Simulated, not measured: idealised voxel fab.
Process module name: voxel wiring stack
In the cross-section labelled cut, the width is 230 nm and each square cell is 5 nm.
Square cells in a grid make up a cross-section in this document, and the grid is given as bands, listed from the top down, each one or more rows of cells. Band entry format. Leading values: height of top, height of bottom, nm. Remainder: materials in left-to-right order, each with its width in nm. Special words: "edge to edge" on a single material, which then fills the band edge to edge; "blank", empty space. Measure heights from 0. That's the level where, below it, the as-received wafer is all one material. The lowest band is bottomless and extends downward; write it as in "z 0 and below". Read "30..40" as a graded width: first number on top, second number at the bottom, same change between each pair of neighbouring rows. "nothing different", as given for a step, is the statement that not any cell of the cross-section underwent a change during that step. "Fully closed voids" lists enclosed empty spaces (at least 8 cells, no open path upward to the top), each as width x height at distance from the left edge, in nm. Where a step's line continues beyond its settings, the continuation is a remark by the simulator itself on that step. A step line may carry the setting "overlay nm", which, for steps involving a mask, states the distance by which the mask lay to the right of its intended position; negative values denote displacement to the left. Reading guide: pairs of cross-sections, before and after one process step; after view cut off at lowest changed band; step and settings listed under each pair. Pairs may stem from different runs of this module on the same starting wafer; continuity with the pair above only where the "before" entry states it.

before
	z 125 to 110  aC: 30, then blank: 30, then aC: 15, then blank: 30, then aC: 15, then blank: 30, then aC: 15, then blank: 30, then aC: 35
	z 110 to 105  lowk: 30, then blank: 30, then lowk: 15, then blank: 30, then lowk: 15, then blank: 30, then lowk: 15, then blank: 30, then lowk: 35
	z 105 to 90  lowk: 30, then aC: 30, then lowk: 15, then aC: 30, then lowk: 15, then aC: 30, then lowk: 15, then aC: 30, then lowk: 35
	z 90 to 80  lowk edge to edge
	z 80 to 75  SiCN edge to edge
	z 75 to 45  SiO2 edge to edge
	z 45 to 40  SiCN edge to edge
	z 40 to 15  lowk: 30, then TiN: 5, then Cu: 20, then TiN: 5, then lowk: 15, then TiN: 5, then Cu: 20, then TiN: 5, then lowk: 15, then TiN: 5, then Cu: 20, then TiN: 5, then lowk: 15, then TiN: 5, then Cu: 20, then TiN: 5, then lowk: 35
	z 15 to 10  SiCN: 30, then TiN: 30, then SiCN: 15, then TiN: 30, then SiCN: 15, then TiN: 30, then SiCN: 15, then TiN: 30, then SiCN: 35
	z 10 to 0  SiO2 edge to edge
	z 0 and below  Si edge to edge
	Fully closed voids: none

Resulting Cross-Section
	z 155 to 125  resist: 30, then blank: 15, then resist: 30, then blank: 15, then resist: 30, then blank: 15, then resist: 30, then blank: 15, then resist: 50
	z 125 to 110  aC: 30, then blank: 15, then resist: 15, then aC: 15, then blank: 15, then resist: 15, then aC: 15, then blank: 15, then resist: 15, then aC: 15, then blank: 15, then resist: 15, then aC: 35
	z 110 to 105  lowk: 30, then blank: 15, then resist: 15, then lowk: 15, then blank: 15, then resist: 15, then lowk: 15, then blank: 15, then resist: 15, then lowk: 15, then blank: 15, then resist: 15, then lowk: 35
	Anything lower than 105 is untouched.
	Fully closed voids: none
Here is the step that sits between the two cross-sections above: PATTERN (tone open; mask id METAL_3_HOLES; material resist; width nm 15; pitch nm 45; thk nm 30; overlay nm 0)

before: after-step cross-section of the pair just above applies.

Resulting Cross-Section
	z 140 to 125  resist: 30, then blank: 15, then resist: 30, then blank: 15, then resist: 30, then blank: 15, then resist: 30, then blank: 15, then resist: 50
	z 125 to 110  aC: 30, then blank: 15, then resist: 15, then aC: 15, then blank: 15, then resist: 15, then aC: 15, then blank: 15, then resist: 15, then aC: 15, then blank: 15, then resist: 15, then aC: 35
	z 110 to 105  lowk: 30, then blank: 15, then resist: 15, then lowk: 15, then blank: 15, then resist: 15, then lowk: 15, then blank: 15, then resist: 15, then lowk: 15, then blank: 15, then resist: 15, then lowk: 35
	z 105 to 90  lowk: 30, then blank: 15, then aC: 15, then lowk: 15, then blank: 15, then aC: 15, then lowk: 15, then blank: 15, then aC: 15, then lowk: 15, then blank: 15, then aC: 15, then lowk: 35
	Anything lower than 90 is untouched.
	Fully closed voids: none
Here is the step that sits between the two cross-sections above: DIRECTIONAL_ETCH (etch materials aC; depth nm 15)

before: after-step cross-section of the pair just above applies.

Resulting Cross-Section
	z 125 to 110  aC: 30, then blank: 30, then aC: 15, then blank: 30, then aC: 15, then blank: 30, then aC: 15, then blank: 30, then aC: 35
	z 110 to 105  lowk: 30, then blank: 30, then lowk: 15, then blank: 30, then lowk: 15, then blank: 30, then lowk: 15, then blank: 30, then lowk: 35
	Anything lower than 105 is untouched.
	Fully closed voids: none
Here is the step that sits between the two cross-sections above: STRIP (etch materials resist)

before: after-step cross-section of the pair just above applies.

Resulting Cross-Section
	z 125 to 110  aC: 30, then blank: 30, then aC: 15, then blank: 30, then aC: 15, then blank: 30, then aC: 15, then blank: 30, then aC: 35
	z 110 to 105  lowk: 30, then blank: 30, then lowk: 15, then blank: 30, then lowk: 15, then blank: 30, then lowk: 15, then blank: 30, then lowk: 35
	z 105 to 90  lowk: 30, then blank: 15, then aC: 15, then lowk: 15, then blank: 15, then aC: 15, then lowk: 15, then blank: 15, then aC: 15, then lowk: 15, then blank: 15, then aC: 15, then lowk: 35
	z 90 to 80  lowk: 30, then blank: 15, then lowk: 30, then blank: 15, then lowk: 30, then blank: 15, then lowk: 30, then blank: 15, then lowk: 50
	Anything lower than 80 is untouched.
	Fully closed voids: none
Here is the step that sits between the two cross-sections above: DIRECTIONAL_ETCH (etch materials lowk; depth nm 10)

before: after-step cross-section of the pair just above applies.

Resulting Cross-Section
	z 125 to 110  aC: 30, then blank: 30, then aC: 15, then blank: 30, then aC: 15, then blank: 30, then aC: 15, then blank: 30, then aC: 35
	z 110 to 105  lowk: 30, then blank: 30, then lowk: 15, then blank: 30, then lowk: 15, then blank: 30, then lowk: 15, then blank: 30, then lowk: 35
	z 105 to 90  lowk: 30, then blank: 15, then aC: 15, then lowk: 15, then blank: 15, then aC: 15, then lowk: 15, then blank: 15, then aC: 15, then lowk: 15, then blank: 15, then aC: 15, then lowk: 35
	z 90 to 80  lowk: 30, then blank: 15, then lowk: 30, then blank: 15, then lowk: 30, then blank: 15, then lowk: 30, then blank: 15, then lowk: 50
	z 80 to 75  SiCN: 30, then blank: 15, then SiCN: 30, then blank: 15, then SiCN: 30, then blank: 15, then SiCN: 30, then blank: 15, then SiCN: 50
	Anything lower than 75 is untouched.
	Fully closed voids: none
Here is the step that sits between the two cross-sections above: DIRECTIONAL_ETCH (etch materials SiCN; depth nm 5)

before: after-step cross-section of the pair just above applies.

Resulting Cross-Section
	z 110 to 90  lowk: 30, then blank: 30, then lowk: 15, then blank: 30, then lowk: 15, then blank: 30, then lowk: 15, then blank: 30, then lowk: 35
	Anything lower than 90 is untouched.
	Fully closed voids: none
Here is the step that sits between the two cross-sections above: STRIP (etch materials aC)

before: after-step cross-section of the pair just above applies.

Resulting Cross-Section
	z 115 to 110  TiN: 35, then blank: 20, then TiN: 25, then blank: 20, then TiN: 25, then blank: 20, then TiN: 25, then blank: 20, then TiN: 40
	z 110 to 95  lowk: 30, then TiN: 5, then blank: 20, then TiN: 5, then lowk: 15, then TiN: 5, then blank: 20, then TiN: 5, then lowk: 15, then TiN: 5, then blank: 20, then TiN: 5, then lowk: 15, then TiN: 5, then blank: 20, then TiN: 5, then lowk: 35
	z 95 to 90  lowk: 30, then TiN: 5, then blank: 5, then TiN: 20, then lowk: 15, then TiN: 5, then blank: 5, then TiN: 20, then lowk: 15, then TiN: 5, then blank: 5, then TiN: 20, then lowk: 15, then TiN: 5, then blank: 5, then TiN: 20, then lowk: 35
	z 90 to 80  lowk: 30, then TiN: 5, then blank: 5, then TiN: 5, then lowk: 30, then TiN: 5, then blank: 5, then TiN: 5, then lowk: 30, then TiN: 5, then blank: 5, then TiN: 5, then lowk: 30, then TiN: 5, then blank: 5, then TiN: 5, then lowk: 50
	z 80 to 75  SiCN: 30, then TiN: 15, then SiCN: 30, then TiN: 15, then SiCN: 30, then TiN: 15, then SiCN: 30, then TiN: 15, then SiCN: 50
	Anything lower than 75 is untouched.
	Fully closed voids: none
Here is the step that sits between the two cross-sections above: CONFORMAL_DEP (material TiN; thk nm 5)

before: after-step cross-section of the pair just above applies.

Resulting Cross-Section
	z 120 to 115  Ru edge to edge
	z 115 to 110  TiN: 35, then Ru: 20, then TiN: 25, then Ru: 20, then TiN: 25, then Ru: 20, then TiN: 25, then Ru: 20, then TiN: 40
	z 110 to 95  lowk: 30, then TiN: 5, then Ru: 20, then TiN: 5, then lowk: 15, then TiN: 5, then Ru: 20, then TiN: 5, then lowk: 15, then TiN: 5, then Ru: 20, then TiN: 5, then lowk: 15, then TiN: 5, then Ru: 20, then TiN: 5, then lowk: 35
	z 95 to 90  lowk: 30, then TiN: 5, then Ru: 5, then TiN: 20, then lowk: 15, then TiN: 5, then Ru: 5, then TiN: 20, then lowk: 15, then TiN: 5, then Ru: 5, then TiN: 20, then lowk: 15, then TiN: 5, then Ru: 5, then TiN: 20, then lowk: 35
	z 90 to 80  lowk: 30, then TiN: 5, then Ru: 5, then TiN: 5, then lowk: 30, then TiN: 5, then Ru: 5, then TiN: 5, then lowk: 30, then TiN: 5, then Ru: 5, then TiN: 5, then lowk: 30, then TiN: 5, then Ru: 5, then TiN: 5, then lowk: 50
	Anything lower than 80 is untouched.
	Fully closed voids: none
Here is the step that sits between the two cross-sections above: FILL_DEP (material Ru; thk nm 5)

before: after-step cross-section of the pair just above applies.

Resulting Cross-Section
	z 110 to 95  lowk: 30, then TiN: 5, then Ru: 20, then TiN: 5, then lowk: 15, then TiN: 5, then Ru: 20, then TiN: 5, then lowk: 15, then TiN: 5, then Ru: 20, then TiN: 5, then lowk: 15, then TiN: 5, then Ru: 20, then TiN: 5, then lowk: 35
	Anything lower than 95 is untouched.
	Fully closed voids: none
Here is the step that sits between the two cross-sections above: CMP (height nm 110)

before: after-step cross-section of the pair just above applies.

Resulting Cross-Section
	z 115 to 110  SiCN edge to edge
	Anything lower than 110 is untouched.
	Fully closed voids: none
Here is the step that sits between the two cross-sections above: CONFORMAL_DEP (material SiCN; thk nm 5)

before
	z 75 to 60  SiO2: 30, then TiN: 5, then Cu: 20, then TiN: 5, then SiO2: 15, then TiN: 5, then Cu: 20, then TiN: 5, then SiO2: 15, then TiN: 5, then Cu: 20, then TiN: 5, then SiO2: 15, then TiN: 5, then Cu: 20, then TiN: 5, then SiO2: 35
	z 60 to 55  SiO2: 30, then TiN: 5, then Cu: 5, then TiN: 20, then SiO2: 15, then TiN: 5, then Cu: 5, then TiN: 20, then SiO2: 15, then TiN: 5, then Cu: 5, then TiN: 20, then SiO2: 15, then TiN: 5, then Cu: 5, then TiN: 20, then SiO2: 35
	z 55 to 45  SiO2: 30, then TiN: 5, then Cu: 5, then TiN: 5, then SiO2: 30, then TiN: 5, then Cu: 5, then TiN: 5, then SiO2: 30, then TiN: 5, then Cu: 5, then TiN: 5, then SiO2: 30, then TiN: 5, then Cu: 5, then TiN: 5, then SiO2: 50
	z 45 to 40  SiCN: 30, then TiN: 15, then SiCN: 30, then TiN: 15, then SiCN: 30, then TiN: 15, then SiCN: 30, then TiN: 15, then SiCN: 50
	z 40 to 15  lowk: 30, then TiN: 5, then Cu: 20, then TiN: 5, then lowk: 15, then TiN: 5, then Cu: 20, then TiN: 5, then lowk: 15, then TiN: 5, then Cu: 20, then TiN: 5, then lowk: 15, then TiN: 5, then Cu: 20, then TiN: 5, then lowk: 35
	z 15 to 10  SiCN: 30, then TiN: 30, then SiCN: 15, then TiN: 30, then SiCN: 15, then TiN: 30, then SiCN: 15, then TiN: 30, then SiCN: 35
	z 10 to 0  SiO2 edge to edge
	z 0 and below  Si edge to edge
	Fully closed voids: none

Resulting Cross-Section
	z 105 to 75  lowk edge to edge
	Anything lower than 75 is untouched.
	Fully closed voids: none
Here is the step that sits between the two cross-sections above: DIRECTIONAL_DEP (material lowk; thk nm 30)

before: after-step cross-section of the pair just above applies.

Resulting Cross-Section
	z 110 to 105  SiCN edge to edge
	Anything lower than 105 is untouched.
	Fully closed voids: none
Here is the step that sits between the two cross-sections above: CONFORMAL_DEP (material SiCN; thk nm 5)

before: after-step cross-section of the pair just above applies.

Resulting Cross-Section
	z 125 to 110  aC edge to edge
	Anything lower than 110 is untouched.
	Fully closed voids: none
Here is the step that sits between the two cross-sections above: DIRECTIONAL_DEP (material aC; thk nm 15)

before: after-step cross-section of the pair just above applies.

Resulting Cross-Section
	z 155 to 125  resist: 30, then blank: 15, then resist: 30, then blank: 15, then resist: 30, then blank: 15, then resist: 30, then blank: 15, then resist: 50
	Anything lower than 125 is untouched.
	Fully closed voids: none
Here is the step that sits between the two cross-sections above: PATTERN (tone open; mask id METAL_3_HOLES; material resist; width nm 15; pitch nm 45; thk nm 30; overlay nm 0)

before: after-step cross-section of the pair just above applies.

Resulting Cross-Section
	z 140 to 125  resist: 30, then blank: 15, then resist: 30, then blank: 15, then resist: 30, then blank: 15, then resist: 30, then blank: 15, then resist: 50
	z 125 to 110  aC: 30, then blank: 15, then aC: 30, then blank: 15, then aC: 30, then blank: 15, then aC: 30, then blank: 15, then aC: 50
	Anything lower than 110 is untouched.
	Fully closed voids: none
Here is the step that sits between the two cross-sections above: DIRECTIONAL_ETCH (etch materials aC; depth nm 15)

before: after-step cross-section of the pair just above applies.

Resulting Cross-Section
	z 125 to 110  aC: 30, then blank: 15, then aC: 30, then blank: 15, then aC: 30, then blank: 15, then aC: 30, then blank: 15, then aC: 50
	Anything lower than 110 is untouched.
	Fully closed voids: none
Here is the step that sits between the two cross-sections above: STRIP (etch materials resist)

before: after-step cross-section of the pair just above applies.

Resulting Cross-Section
	z 125 to 110  aC: 30, then blank: 15, then aC: 30, then blank: 15, then aC: 30, then blank: 15, then aC: 30, then blank: 15, then aC: 50
	z 110 to 105  SiCN: 30, then blank: 15, then SiCN: 30, then blank: 15, then SiCN: 30, then blank: 15, then SiCN: 30, then blank: 15, then SiCN: 50
	Anything lower than 105 is untouched.
	Fully closed voids: none
Here is the step that sits between the two cross-sections above: DIRECTIONAL_ETCH (etch materials SiCN; depth nm 5)

before: after-step cross-section of the pair just above applies.

Resulting Cross-Section
	z 110 to 105  SiCN: 30, then blank: 15, then SiCN: 30, then blank: 15, then SiCN: 30, then blank: 15, then SiCN: 30, then blank: 15, then SiCN: 50
	Anything lower than 105 is untouched.
	Fully closed voids: none
Here is the step that sits between the two cross-sections above: STRIP (etch materials aC)

before: after-step cross-section of the pair just above applies.

Resulting Cross-Section
	z 115 to 110  TiN: 35, then blank: 5, then TiN: 40, then blank: 5, then TiN: 40, then blank: 5, then TiN: 40, then blank: 5, then TiN: 55
	z 110 to 105  SiCN: 30, then TiN: 15, then SiCN: 30, then TiN: 15, then SiCN: 30, then TiN: 15, then SiCN: 30, then TiN: 15, then SiCN: 50
	Anything lower than 105 is untouched.
	Fully closed voids: none
Here is the step that sits between the two cross-sections above: CONFORMAL_DEP (material TiN; thk nm 5)

before: after-step cross-section of the pair just above applies.

Resulting Cross-Section
	z 120 to 115  Ru edge to edge
	z 115 to 110  TiN: 35, then Ru: 5, then TiN: 40, then Ru: 5, then TiN: 40, then Ru: 5, then TiN: 40, then Ru: 5, then TiN: 55
	Anything lower than 110 is untouched.
	Fully closed voids: none
Here is the step that sits between the two cross-sections above: FILL_DEP (material Ru; thk nm 5)

before: after-step cross-section of the pair just above applies.

Resulting Cross-Section
	z 110 to 105  SiCN: 30, then TiN: 15, then SiCN: 30, then TiN: 15, then SiCN: 30, then TiN: 15, then SiCN: 30, then TiN: 15, then SiCN: 50
	Anything lower than 105 is untouched.
	Fully closed voids: none
Here is the step that sits between the two cross-sections above: CMP (height nm 110)

before: after-step cross-section of the pair just above applies.

Resulting Cross-Section
	z 115 to 110  SiCN edge to edge
	Anything lower than 110 is untouched.
	Fully closed voids: none
Here is the step that sits between the two cross-sections above: CONFORMAL_DEP (material SiCN; thk nm 5)

before
	z 75 to 45  SiO2 edge to edge
	z 45 to 40  SiCN edge to edge
	z 40 to 15  lowk: 30, then TiN: 5, then Cu: 20, then TiN: 5, then lowk: 15, then TiN: 5, then Cu: 20, then TiN: 5, then lowk: 15, then TiN: 5, then Cu: 20, then TiN: 5, then lowk: 15, then TiN: 5, then Cu: 20, then TiN: 5, then lowk: 35
	z 15 to 10  SiCN: 30, then TiN: 30, then SiCN: 15, then TiN: 30, then SiCN: 15, then TiN: 30, then SiCN: 15, then TiN: 30, then SiCN: 35
	z 10 to 0  SiO2 edge to edge
	z 0 and below  Si edge to edge
	Fully closed voids: none

Resulting Cross-Section
	z 75 to 50  SiO2: 30, then blank: 30, then SiO2: 15, then blank: 30, then SiO2: 15, then blank: 30, then SiO2: 15, then blank: 30, then SiO2: 35
	Anything lower than 50 is untouched.
	Fully closed voids: none
Here is the step that sits between the two cross-sections above: MASKED_ETCH (tone open; mask id METAL_2; width nm 30; pitch nm 45; etch materials SiO2; depth nm 25; overlay nm 0)

before: after-step cross-section of the pair just above applies.

Resulting Cross-Section
	z 90 to 75  aC: 30, then blank: 30, then aC: 15, then blank: 30, then aC: 15, then blank: 30, then aC: 15, then blank: 30, then aC: 35
	z 75 to 65  SiO2: 30, then blank: 30, then SiO2: 15, then blank: 30, then SiO2: 15, then blank: 30, then SiO2: 15, then blank: 30, then SiO2: 35
	z 65 to 50  SiO2: 30, then aC: 30, then SiO2: 15, then aC: 30, then SiO2: 15, then aC: 30, then SiO2: 15, then aC: 30, then SiO2: 35
	Anything lower than 50 is untouched.
	Fully closed voids: none
Here is the step that sits between the two cross-sections above: DIRECTIONAL_DEP (material aC; thk nm 15)

before: after-step cross-section of the pair just above applies.

Resulting Cross-Section
	z 120 to 90  resist: 30, then blank: 15, then resist: 30, then blank: 15, then resist: 30, then blank: 15, then resist: 30, then blank: 15, then resist: 50
	z 90 to 75  aC: 30, then blank: 15, then resist: 15, then aC: 15, then blank: 15, then resist: 15, then aC: 15, then blank: 15, then resist: 15, then aC: 15, then blank: 15, then resist: 15, then aC: 35
	z 75 to 65  SiO2: 30, then blank: 15, then resist: 15, then SiO2: 15, then blank: 15, then resist: 15, then SiO2: 15, then blank: 15, then resist: 15, then SiO2: 15, then blank: 15, then resist: 15, then SiO2: 35
	Anything lower than 65 is untouched.
	Fully closed voids: none
Here is the step that sits between the two cross-sections above: PATTERN (tone open; mask id METAL_2_HOLES; material resist; width nm 15; pitch nm 45; thk nm 30; overlay nm 0)

before: after-step cross-section of the pair just above applies.

Resulting Cross-Section
	z 105 to 90  resist: 30, then blank: 15, then resist: 30, then blank: 15, then resist: 30, then blank: 15, then resist: 30, then blank: 15, then resist: 50
	z 90 to 75  aC: 30, then blank: 15, then resist: 15, then aC: 15, then blank: 15, then resist: 15, then aC: 15, then blank: 15, then resist: 15, then aC: 15, then blank: 15, then resist: 15, then aC: 35
	z 75 to 65  SiO2: 30, then blank: 15, then resist: 15, then SiO2: 15, then blank: 15, then resist: 15, then SiO2: 15, then blank: 15, then resist: 15, then SiO2: 15, then blank: 15, then resist: 15, then SiO2: 35
	z 65 to 50  SiO2: 30, then blank: 15, then aC: 15, then SiO2: 15, then blank: 15, then aC: 15, then SiO2: 15, then blank: 15, then aC: 15, then SiO2: 15, then blank: 15, then aC: 15, then SiO2: 35
	Anything lower than 50 is untouched.
	Fully closed voids: none
Here is the step that sits between the two cross-sections above: DIRECTIONAL_ETCH (etch materials aC; depth nm 15)

before: after-step cross-section of the pair just above applies.

Resulting Cross-Section
	z 90 to 75  aC: 30, then blank: 30, then aC: 15, then blank: 30, then aC: 15, then blank: 30, then aC: 15, then blank: 30, then aC: 35
	z 75 to 65  SiO2: 30, then blank: 30, then SiO2: 15, then blank: 30, then SiO2: 15, then blank: 30, then SiO2: 15, then blank: 30, then SiO2: 35
	Anything lower than 65 is untouched.
	Fully closed voids: none
Here is the step that sits between the two cross-sections above: STRIP (etch materials resist)

before: after-step cross-section of the pair just above applies.

Resulting Cross-Section
	z 90 to 75  aC: 30, then blank: 30, then aC: 15, then blank: 30, then aC: 15, then blank: 30, then aC: 15, then blank: 30, then aC: 35
	z 75 to 65  SiO2: 30, then blank: 30, then SiO2: 15, then blank: 30, then SiO2: 15, then blank: 30, then SiO2: 15, then blank: 30, then SiO2: 35
	z 65 to 50  SiO2: 30, then blank: 15, then aC: 15, then SiO2: 15, then blank: 15, then aC: 15, then SiO2: 15, then blank: 15, then aC: 15, then SiO2: 15, then blank: 15, then aC: 15, then SiO2: 35
	z 50 to 45  SiO2: 30, then blank: 15, then SiO2: 30, then blank: 15, then SiO2: 30, then blank: 15, then SiO2: 30, then blank: 15, then SiO2: 50
	Anything lower than 45 is untouched.
	Fully closed voids: none
Here is the step that sits between the two cross-sections above: DIRECTIONAL_ETCH (etch materials SiO2; depth nm 10)

before: after-step cross-section of the pair just above applies.

Resulting Cross-Section
	z 90 to 75  aC: 30, then blank: 30, then aC: 15, then blank: 30, then aC: 15, then blank: 30, then aC: 15, then blank: 30, then aC: 35
	z 75 to 65  SiO2: 30, then blank: 30, then SiO2: 15, then blank: 30, then SiO2: 15, then blank: 30, then SiO2: 15, then blank: 30, then SiO2: 35
	z 65 to 50  SiO2: 30, then blank: 15, then aC: 15, then SiO2: 15, then blank: 15, then aC: 15, then SiO2: 15, then blank: 15, then aC: 15, then SiO2: 15, then blank: 15, then aC: 15, then SiO2: 35
	z 50 to 45  SiO2: 30, then blank: 15, then SiO2: 30, then blank: 15, then SiO2: 30, then blank: 15, then SiO2: 30, then blank: 15, then SiO2: 50
	z 45 to 40  SiCN: 30, then blank: 15, then SiCN: 30, then blank: 15, then SiCN: 30, then blank: 15, then SiCN: 30, then blank: 15, then SiCN: 50
	Anything lower than 40 is untouched.
	Fully closed voids: none
Here is the step that sits between the two cross-sections above: DIRECTIONAL_ETCH (etch materials SiCN; depth nm 5)

before: after-step cross-section of the pair just above applies.

Resulting Cross-Section
	z 75 to 50  SiO2: 30, then blank: 30, then SiO2: 15, then blank: 30, then SiO2: 15, then blank: 30, then SiO2: 15, then blank: 30, then SiO2: 35
	Anything lower than 50 is untouched.
	Fully closed voids: none
Here is the step that sits between the two cross-sections above: STRIP (etch materials aC)

before: after-step cross-section of the pair just above applies.

Resulting Cross-Section
	z 80 to 75  TiN: 35, then blank: 20, then TiN: 25, then blank: 20, then TiN: 25, then blank: 20, then TiN: 25, then blank: 20, then TiN: 40
	z 75 to 55  SiO2: 30, then TiN: 5, then blank: 20, then TiN: 5, then SiO2: 15, then TiN: 5, then blank: 20, then TiN: 5, then SiO2: 15, then TiN: 5, then blank: 20, then TiN: 5, then SiO2: 15, then TiN: 5, then blank: 20, then TiN: 5, then SiO2: 35
	z 55 to 45  SiO2: 30, then TiN: 5, then blank: 5, then TiN: 20..5, then SiO2: 15..30, then TiN: 5, then blank: 5, then TiN: 20..5, then SiO2: 15..30, then TiN: 5, then blank: 5, then TiN: 20..5, then SiO2: 15..30, then TiN: 5, then blank: 5, then TiN: 20..5, then SiO2: 35..50
	z 45 to 40  SiCN: 30, then TiN: 15, then SiCN: 30, then TiN: 15, then SiCN: 30, then TiN: 15, then SiCN: 30, then TiN: 15, then SiCN: 50
	Anything lower than 40 is untouched.
	Fully closed voids: none
Here is the step that sits between the two cross-sections above: CONFORMAL_DEP (material TiN; thk nm 5)

before: after-step cross-section of the pair just above applies.

Resulting Cross-Section
	z 90 to 80  Cu edge to edge
	z 80 to 75  TiN: 35, then Cu: 20, then TiN: 25, then Cu: 20, then TiN: 25, then Cu: 20, then TiN: 25, then Cu: 20, then TiN: 40
	z 75 to 55  SiO2: 30, then TiN: 5, then Cu: 20, then TiN: 5, then SiO2: 15, then TiN: 5, then Cu: 20, then TiN: 5, then SiO2: 15, then TiN: 5, then Cu: 20, then TiN: 5, then SiO2: 15, then TiN: 5, then Cu: 20, then TiN: 5, then SiO2: 35
	z 55 to 45  SiO2: 30, then TiN: 5, then Cu: 5, then TiN: 20..5, then SiO2: 15..30, then TiN: 5, then Cu: 5, then TiN: 20..5, then SiO2: 15..30, then TiN: 5, then Cu: 5, then TiN: 20..5, then SiO2: 15..30, then TiN: 5, then Cu: 5, then TiN: 20..5, then SiO2: 35..50
	Anything lower than 45 is untouched.
	Fully closed voids: none
Here is the step that sits between the two cross-sections above: FILL_DEP (material Cu; thk nm 10)

before: after-step cross-section of the pair just above applies.

Resulting Cross-Section
	z 75 to 55  SiO2: 30, then TiN: 5, then Cu: 20, then TiN: 5, then SiO2: 15, then TiN: 5, then Cu: 20, then TiN: 5, then SiO2: 15, then TiN: 5, then Cu: 20, then TiN: 5, then SiO2: 15, then TiN: 5, then Cu: 20, then TiN: 5, then SiO2: 35
	Anything lower than 55 is untouched.
	Fully closed voids: none
Here is the step that sits between the two cross-sections above: CMP (height nm 75)

before: after-step cross-section of the pair just above applies.

Resulting Cross-Section
	z 80 to 75  SiCN edge to edge
	Anything lower than 75 is untouched.
	Fully closed voids: none
Here is the step that sits between the two cross-sections above: CONFORMAL_DEP (material SiCN; thk nm 5)

before: after-step cross-section of the pair just above applies.

Resulting Cross-Section
	z 110 to 80  lowk edge to edge
	Anything lower than 80 is untouched.
	Fully closed voids: none
Here is the step that sits between the two cross-sections above: DIRECTIONAL_DEP (material lowk; thk nm 30)

before: after-step cross-section of the pair just above applies.

Resulting Cross-Section
	z 110 to 90  lowk: 30, then blank: 30, then lowk: 15, then blank: 30, then lowk: 15, then blank: 30, then lowk: 15, then blank: 30, then lowk: 35
	Anything lower than 90 is untouched.
	Fully closed voids: none
Here is the step that sits between the two cross-sections above: MASKED_ETCH (tone open; mask id METAL_3; width nm 30; pitch nm 45; etch materials lowk; depth nm 20; overlay nm 0)

before: after-step cross-section of the pair just above applies.

Resulting Cross-Section
	z 125 to 110  aC: 30, then blank: 30, then aC: 15, then blank: 30, then aC: 15, then blank: 30, then aC: 15, then blank: 30, then aC: 35
	z 110 to 105  lowk: 30, then blank: 30, then lowk: 15, then blank: 30, then lowk: 15, then blank: 30, then lowk: 15, then blank: 30, then lowk: 35
	z 105 to 90  lowk: 30, then aC: 30, then lowk: 15, then aC: 30, then lowk: 15, then aC: 30, then lowk: 15, then aC: 30, then lowk: 35
	Anything lower than 90 is untouched.
	Fully closed voids: none
Here is the step that sits between the two cross-sections above: DIRECTIONAL_DEP (material aC; thk nm 15)

before: after-step cross-section of the pair just above applies.

Resulting Cross-Section
	z 155 to 125  resist: 30, then blank: 15, then resist: 30, then blank: 15, then resist: 30, then blank: 15, then resist: 30, then blank: 15, then resist: 50
	z 125 to 110  aC: 30, then blank: 15, then resist: 15, then aC: 15, then blank: 15, then resist: 15, then aC: 15, then blank: 15, then resist: 15, then aC: 15, then blank: 15, then resist: 15, then aC: 35
	z 110 to 105  lowk: 30, then blank: 15, then resist: 15, then lowk: 15, then blank: 15, then resist: 15, then lowk: 15, then blank: 15, then resist: 15, then lowk: 15, then blank: 15, then resist: 15, then lowk: 35
	Anything lower than 105 is untouched.
	Fully closed voids: none
Here is the step that sits between the two cross-sections above: PATTERN (tone open; mask id METAL_3_HOLES; material resist; width nm 15; pitch nm 45; thk nm 30; overlay nm 0)

before: after-step cross-section of the pair just above applies.

Resulting Cross-Section
	z 140 to 125  resist: 30, then blank: 15, then resist: 30, then blank: 15, then resist: 30, then blank: 15, then resist: 30, then blank: 15, then resist: 50
	z 125 to 110  aC: 30, then blank: 15, then resist: 15, then aC: 15, then blank: 15, then resist: 15, then aC: 15, then blank: 15, then resist: 15, then aC: 15, then blank: 15, then resist: 15, then aC: 35
	z 110 to 105  lowk: 30, then blank: 15, then resist: 15, then lowk: 15, then blank: 15, then resist: 15, then lowk: 15, then blank: 15, then resist: 15, then lowk: 15, then blank: 15, then resist: 15, then lowk: 35
	z 105 to 90  lowk: 30, then blank: 15, then aC: 15, then lowk: 15, then blank: 15, then aC: 15, then lowk: 15, then blank: 15, then aC: 15, then lowk: 15, then blank: 15, then aC: 15, then lowk: 35
	Anything lower than 90 is untouched.
	Fully closed voids: none
Here is the step that sits between the two cross-sections above: DIRECTIONAL_ETCH (etch materials aC; depth nm 15)

before: after-step cross-section of the pair just above applies.

Resulting Cross-Section
	z 125 to 110  aC: 30, then blank: 30, then aC: 15, then blank: 30, then aC: 15, then blank: 30, then aC: 15, then blank: 30, then aC: 35
	z 110 to 105  lowk: 30, then blank: 30, then lowk: 15, then blank: 30, then lowk: 15, then blank: 30, then lowk: 15, then blank: 30, then lowk: 35
	Anything lower than 105 is untouched.
	Fully closed voids: none
Here is the step that sits between the two cross-sections above: STRIP (etch materials resist)

before: after-step cross-section of the pair just above applies.

Resulting Cross-Section
	z 125 to 110  aC: 30, then blank: 30, then aC: 15, then blank: 30, then aC: 15, then blank: 30, then aC: 15, then blank: 30, then aC: 35
	z 110 to 105  lowk: 30, then blank: 30, then lowk: 15, then blank: 30, then lowk: 15, then blank: 30, then lowk: 15, then blank: 30, then lowk: 35
	z 105 to 90  lowk: 30, then blank: 15, then aC: 15, then lowk: 15, then blank: 15, then aC: 15, then lowk: 15, then blank: 15, then aC: 15, then lowk: 15, then blank: 15, then aC: 15, then lowk: 35
	z 90 to 80  lowk: 30, then blank: 15, then lowk: 30, then blank: 15, then lowk: 30, then blank: 15, then lowk: 30, then blank: 15, then lowk: 50
	Anything lower than 80 is untouched.
	Fully closed voids: none
Here is the step that sits between the two cross-sections above: DIRECTIONAL_ETCH (etch materials lowk; depth nm 10)

before: after-step cross-section of the pair just above applies.

Resulting Cross-Section
	z 125 to 110  aC: 30, then blank: 30, then aC: 15, then blank: 30, then aC: 15, then blank: 30, then aC: 15, then blank: 30, then aC: 35
	z 110 to 105  lowk: 30, then blank: 30, then lowk: 15, then blank: 30, then lowk: 15, then blank: 30, then lowk: 15, then blank: 30, then lowk: 35
	z 105 to 90  lowk: 30, then blank: 15, then aC: 15, then lowk: 15, then blank: 15, then aC: 15, then lowk: 15, then blank: 15, then aC: 15, then lowk: 15, then blank: 15, then aC: 15, then lowk: 35
	z 90 to 80  lowk: 30, then blank: 15, then lowk: 30, then blank: 15, then lowk: 30, then blank: 15, then lowk: 30, then blank: 15, then lowk: 50
	z 80 to 75  SiCN: 30, then blank: 15, then SiCN: 30, then blank: 15, then SiCN: 30, then blank: 15, then SiCN: 30, then blank: 15, then SiCN: 50
	Anything lower than 75 is untouched.
	Fully closed voids: none
Here is the step that sits between the two cross-sections above: DIRECTIONAL_ETCH (etch materials SiCN; depth nm 5)
